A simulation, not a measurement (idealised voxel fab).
Documented hereafter: the process module known as voxel local oxidation.
Cross-sectional view cut (width: 160 nm; square cell size: 5 nm).
If you're reading a cross-section in this doc, picture square cells in a grid; it comes to you as bands, top ones listed first down to the bottom, and a band can be one or more rows of cells. Within each band entry, the heights of the top and of the bottom of the band appear first, in that order and in nm; the materials of the band then follow from left to right, each with its corresponding width in nm. The designation "full width" on a single material indicates that it fills the band from edge to edge; the designation "air" indicates empty space. We count height from 0. Below that, the starting wafer is all one material. The lowest band never ends at the bottom but goes on down; see "0..down" for how that is written. Read "30 to 40" as a graded width: first number on top, second number at the bottom, same change between each pair of neighbouring rows. Take "identical to before" at face value: in the step it is given for, the cross-section changed in none of its cells. "Closed cavities": empty spaces of 8 cells or more with no open way to the top, each given as width x height at distance, distance from the left edge, all in nm. If you see something after the settings on a step's line, that's the simulator's own remark about that step. A step line may carry the setting "overlay nm", which, for steps involving a mask, states the distance by which the mask lay to the right of its intended position; negative values denote displacement to the left.
-- Planned step list for the process
- 1: RECEIVE, material Si
- 2: CONFORMAL_DEP, material SiO2, thk nm 5
- 3: CONFORMAL_DEP, material SiN, thk nm 10
- 4: PATTERN, tone cover, mask id ACTIVE, material resist, width nm 95, thk nm 15, overlay nm 0
- 5: DIRECTIONAL_ETCH, etch materials SiN, depth nm 10
- 6: STRIP, etch materials resist
- 7: SELECTIVE_ETCH, etch materials SiO2, depth nm 5
- 8: OXIDIZE, depth nm 10
- 9: STRIP, etch materials SiN
-- The first of the two wafers, which ran as planned
-- Incoming wafer in cross-section (state: after step 1)
* 0..down: Si full width
* Closed cavities: none
-- Wafer after step 2 (cross-section)
* 5..0: SiO2 full width
* All layers under 0 are left as they were.
-- Wafer after step 3 (cross-section)
* 15..5: SiN full width
* All layers under 5 are left as they were.
-- Wafer after step 4 (cross-section)
* 30..15: air: 30 | resist: 95 | air: 35
* All layers under 15 are left as they were.
-- Wafer after step 5 (cross-section)
* 30..15: air: 30 | resist: 95 | air: 35
* 15..5: air: 30 | SiN: 95 | air: 35
* All layers under 5 are left as they were.
-- Wafer after step 6 (cross-section)
* 15..5: air: 30 | SiN: 95 | air: 35
* All layers under 5 are left as they were.
-- Wafer after step 7 (cross-section)
* 15..5: air: 30 | SiN: 95 | air: 35
* 5..0: air: 35 | SiO2: 85 | air: 40
* All layers under 0 are left as they were.
-- Wafer after step 8 (cross-section)
* 15..5: air: 30 | SiN: 95 | air: 35
* 5..0: air: 35 | SiO2: 85 | air: 40
* 0..-10: SiO2: 45 | Si: 65 | SiO2: 50
* All layers under -10 are left as they were.
-- Wafer after step 9 (cross-section)
* 5..0: air: 35 | SiO2: 85 | air: 40
* All layers under 0 are left as they were.
-- The second wafer began exactly as the first did and followed the same plan, but one mistake was made while running it; through step 7 inclusive, the two wafers are identical
-- Cross-sectional view of the second wafer at the intended end time of process step 8
* 15..5: air: 30 | SiN: 95 | air: 35
* 5..0: air: 35 | SiO2: 85 | air: 40
* 0..-20: SiO2: 55 | Si: 45 | SiO2: 60
* All layers under -20 are left as they were.
-- Cross-sectional view of the second wafer at the intended end time of process step 9
* 5..0: air: 35 | SiO2: 85 | air: 40
* All layers under 0 are left as they were.
So what did we get wrong on this run? step 8 was run on a setting that differed from the plan, and what really ran there is OXIDIZE, depth nm 20
Final wafer comparison in cells, second versus first, more or fewer per material: Si -54, SiO2 +54
